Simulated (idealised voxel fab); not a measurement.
Herein follows the process module entitled voxel released beams.
FYI the section here is cut, 200 nm wide, cells are 5 nm squares.
Notation: cross-section as square-cell grid; stated in bands, top first, going down; one or more cell rows per band.
Look at the band entry: it leads with the top's height and the bottom's height in nm. Then it lists the materials left to right, with a width in nm for each. The word "everywhere" on a single material says that material fills the band edge to edge. The word "air" is empty space.
Heights are measured from 0, the level below which the as-received wafer is all one material; the lowest band has no bottom and continues downward, written as in "0 nm and below".
It should be noted that a width expressed as "30 to 40" varies in equal increments from row to row of cells within the band, taking the value of the first number at the top row and that of the second number at the bottom row.
The designation "nothing got changed", where it is given for a processing step, indicates that no cell of the cross-section was altered in the course of that step.
"Voids lacking openings" contains a list of empty spaces, each no smaller than 8 cells and without an open way to the top, written in the form width x height at distance with the distance from the left edge and all three in nm.
Note: text after step settings on the step line = simulator remark on that step.
The optional step-line setting "overlay nm" applies to steps with a mask and quantifies how far to the right of its planned location the mask lay, a negative value indicating leftward placement.

# Below is the list of planned process steps
1. RECEIVE [material Si]
2. CONFORMAL_DEP [material SiN] [thk nm 5]
3. DIRECTIONAL_DEP [material SiO2] [thk nm 20]
4. MASKED_ETCH [tone open] [mask id ANCHOR] [width nm 35] [etch materials SiO2] [depth nm 20] [overlay nm 0]
5. CONFORMAL_DEP [material TiN] [thk nm 15]
6. DIRECTIONAL_DEP [material aC] [thk nm 15]
7. PATTERN [tone cover] [mask id BEAM] [material resist] [width nm 90] [thk nm 30] [overlay nm 0]
8. DIRECTIONAL_ETCH [etch materials aC] [depth nm 15]
9. STRIP [etch materials resist]
10. DIRECTIONAL_ETCH [etch materials TiN] [depth nm 5]
11. STRIP [etch materials aC]
12. STRIP [etch materials SiO2]
All wafers enter the flow in the same state. The depth nm at step 10 differs from wafer to wafer, and the plan gives the value for the first wafer.

# After step 1, as received: first of several wafers, cross-section
    0 nm and below: Si everywhere
    Voids lacking openings: none

# End-of-module cross-section, first of several wafers, after last step 12
    40 nm to 35 nm: 50 nm air | 20 nm TiN | 5 nm air | 65 nm TiN | 60 nm air
    35 nm to 25 nm: 70 nm TiN | 5 nm air | 125 nm TiN
    25 nm to 20 nm: 55 nm SiO2 | 15 nm TiN | 5 nm air | 15 nm TiN | 110 nm SiO2
    20 nm to 5 nm: 55 nm SiO2 | 35 nm TiN | 110 nm SiO2
    5 nm to 0 nm: SiN everywhere
    0 nm and below: Si everywhere
    Voids lacking openings: none

# Last wafer of the set, cross-sectioned at end of module
    40 nm to 25 nm: 50 nm air | 20 nm TiN | 5 nm air | 65 nm TiN | 60 nm air
    25 nm to 20 nm: 55 nm air | 15 nm TiN | 5 nm air | 15 nm TiN | 110 nm air
    20 nm to 5 nm: 55 nm air | 35 nm TiN | 110 nm air
    5 nm to 0 nm: SiN everywhere
    0 nm and below: Si everywhere
    Voids lacking openings: none

# For your reference, the table is organized with a row per wafer; each row reflects the wafer at the end of the module, indicating for each material the cells gained (+) or lost (-) since receipt, and thereafter its closed voids
depth nm 5, +40 SiN, +132 SiO2, +122 TiN, Voids lacking openings: none
depth nm 10, +40 SiN, +132 SiO2, +100 TiN, Voids lacking openings: none
depth nm 15, +40 SiN, +78 TiN, Voids lacking openings: none
depth nm 20, +40 SiN, +78 TiN, Voids lacking openings: none
depth nm 25, +40 SiN, +78 TiN, Voids lacking openings: none
depth nm 30, +40 SiN, +78 TiN, Voids lacking openings: none
